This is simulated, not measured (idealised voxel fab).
process module | voxel spacer lines
cross-section cut | 280 nm wide | cells 5 nm
A cross-section is a grid of square cells, given in bands from the top down. A band is one or more rows of cells.
Each band's line starts with the height of the band's top and of its bottom, in nm. Then come its materials from left to right, each with its width in nm. One material with "throughout" fills the band from edge to edge. "air" is empty space.
Height 0 is the level under which the wafer as received is all one material. The lowest band goes on downwards, as in "0 down".
A width such as "30 to 40" changes by the same amount from each row of cells to the next, from the band's top row to its bottom row.
"no change" after a step means that no cell of the cross-section changed.
closed voids: empty space of 8 cells or more with no open way to the top, each as width x height at its distance from the left edge, in nm
after a step's settings: what the simulator itself notes on the step
overlay nm, on a step with a mask: how far to the right of its planned place the mask lay; to the left if negative
plan
1 op RECEIVE | material Si
2 op CONFORMAL_DEP | material Al2O3 | thk nm 10
3 op DIRECTIONAL_DEP | material SiN | thk nm 10
4 op DIRECTIONAL_DEP | material aC | thk nm 20
5 op PATTERN | tone cover | mask id MANDREL | material resist | width nm 15 | pitch nm 70 | thk nm 30 | overlay nm 0
6 op DIRECTIONAL_ETCH | etch materials aC | depth nm 20
7 op STRIP | etch materials resist
8 op CONFORMAL_DEP | material SiO2 | thk nm 10
9 op DIRECTIONAL_ETCH | etch materials SiO2 | depth nm 10
10 op STRIP | etch materials aC
11 op DIRECTIONAL_ETCH | etch materials SiN | depth nm 10
12 op STRIP | etch materials SiO2
varied across the wafers: width nm of step 5. The plan shows the first wafer's value. All wafers start alike
first wafer as received, after step 1
  0 down: Si throughout
  closed voids: none
each wafer at the end: cells of each material gained (+) or lost (-) since it was received, then its closed voids
width nm 15 | +112 Al2O3 | +24 SiN | closed voids: none
width nm 20 | +112 Al2O3 | +24 SiN | closed voids: none
width nm 25 | +112 Al2O3 | +24 SiN | closed voids: none
width nm 30 | +112 Al2O3 | +24 SiN | closed voids: none
width nm 35 | +112 Al2O3 | +24 SiN | closed voids: none
width nm 40 | +112 Al2O3 | +24 SiN | closed voids: none
